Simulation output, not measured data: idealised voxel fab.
process module | voxel ribs on slabs
cross-section cut | 290 nm wide | cells 5 nm
A cross-section is a grid of square cells, given in bands from the top down. A band is one or more rows of cells.
Each band's line starts with the height of the band's top and of its bottom, in nm. Then come its materials from left to right, each with its width in nm. One material with "throughout" fills the band from edge to edge. "air" is empty space.
Height 0 is the level under which the wafer as received is all one material. The lowest band goes on downwards, as in "0 down".
A width such as "30 to 40" changes by the same amount from each row of cells to the next, from the band's top row to its bottom row.
"no change" after a step means that no cell of the cross-section changed.
closed voids: empty space of 8 cells or more with no open way to the top, each as width x height at its distance from the left edge, in nm
after a step's settings: what the simulator itself notes on the step
overlay nm, on a step with a mask: how far to the right of its planned place the mask lay; to the left if negative
plan
1 op RECEIVE | material Si
2 op DIRECTIONAL_DEP | material SiO2 | thk nm 30
3 op DIRECTIONAL_DEP | material SiN | thk nm 15
4 op DIRECTIONAL_DEP | material aC | thk nm 15
5 op PATTERN | tone cover | mask id RIB | material resist | width nm 15 | thk nm 35 | overlay nm 0
6 op DIRECTIONAL_ETCH | etch materials aC | depth nm 15
7 op STRIP | etch materials resist
8 op DIRECTIONAL_ETCH | etch materials SiN | depth nm 10
9 op STRIP | etch materials aC
10 op DIRECTIONAL_DEP | material aC | thk nm 10
11 op PATTERN | tone cover | mask id SLAB | material resist | width nm 65 | thk nm 30 | overlay nm 0
12 op DIRECTIONAL_ETCH | etch materials aC | depth nm 10
13 op STRIP | etch materials resist
14 op DIRECTIONAL_ETCH | etch materials SiN | depth nm 5
15 op STRIP | etch materials aC
16 op FILL_DEP | material SiO2 | thk nm 25
17 op CMP | height nm 65
18 op DIRECTIONAL_DEP | material TiN | thk nm 10
19 op MASKED_ETCH | tone cover | mask id HEATER | width nm 25 | etch materials TiN | depth nm 10 | overlay nm -15
20 op CONFORMAL_DEP | material SiO2 | thk nm 5
varied across the wafers: overlay nm of step 19. The plan shows the first wafer's value. All wafers start alike
first wafer as received, after step 1
  0 down: Si throughout
  closed voids: none
first wafer at the end, after step 20
  80 to 75: air 110 | SiO2 35 | air 145
  75 to 70: air 110 | SiO2 5 | TiN 25 | SiO2 5 | air 145
  70 to 65: SiO2 115 | TiN 25 | SiO2 150
  65 to 45: SiO2 throughout
  45 to 35: SiO2 135 | SiN 15 | SiO2 140
  35 to 30: SiO2 110 | SiN 65 | SiO2 115
  30 to 0: SiO2 throughout
  0 down: Si throughout
  closed voids: none
last wafer at the end
  80 to 75: air 140 | SiO2 35 | air 115
  75 to 70: air 140 | SiO2 5 | TiN 25 | SiO2 5 | air 115
  70 to 65: SiO2 145 | TiN 25 | SiO2 120
  65 to 45: SiO2 throughout
  45 to 35: SiO2 135 | SiN 15 | SiO2 140
  35 to 30: SiO2 110 | SiN 65 | SiO2 115
  30 to 0: SiO2 throughout
  0 down: Si throughout
  closed voids: none
each wafer at the end: cells of each material gained (+) or lost (-) since it was received, then its closed voids
overlay nm -15 | +19 SiN | +797 SiO2 | +10 TiN | closed voids: none
overlay nm -10 | +19 SiN | +797 SiO2 | +10 TiN | closed voids: none
overlay nm -5 | +19 SiN | +797 SiO2 | +10 TiN | closed voids: none
overlay nm 0 | +19 SiN | +797 SiO2 | +10 TiN | closed voids: none
overlay nm 5 | +19 SiN | +797 SiO2 | +10 TiN | closed voids: none
overlay nm 10 | +19 SiN | +797 SiO2 | +10 TiN | closed voids: none
overlay nm 15 | +19 SiN | +797 SiO2 | +10 TiN | closed voids: none
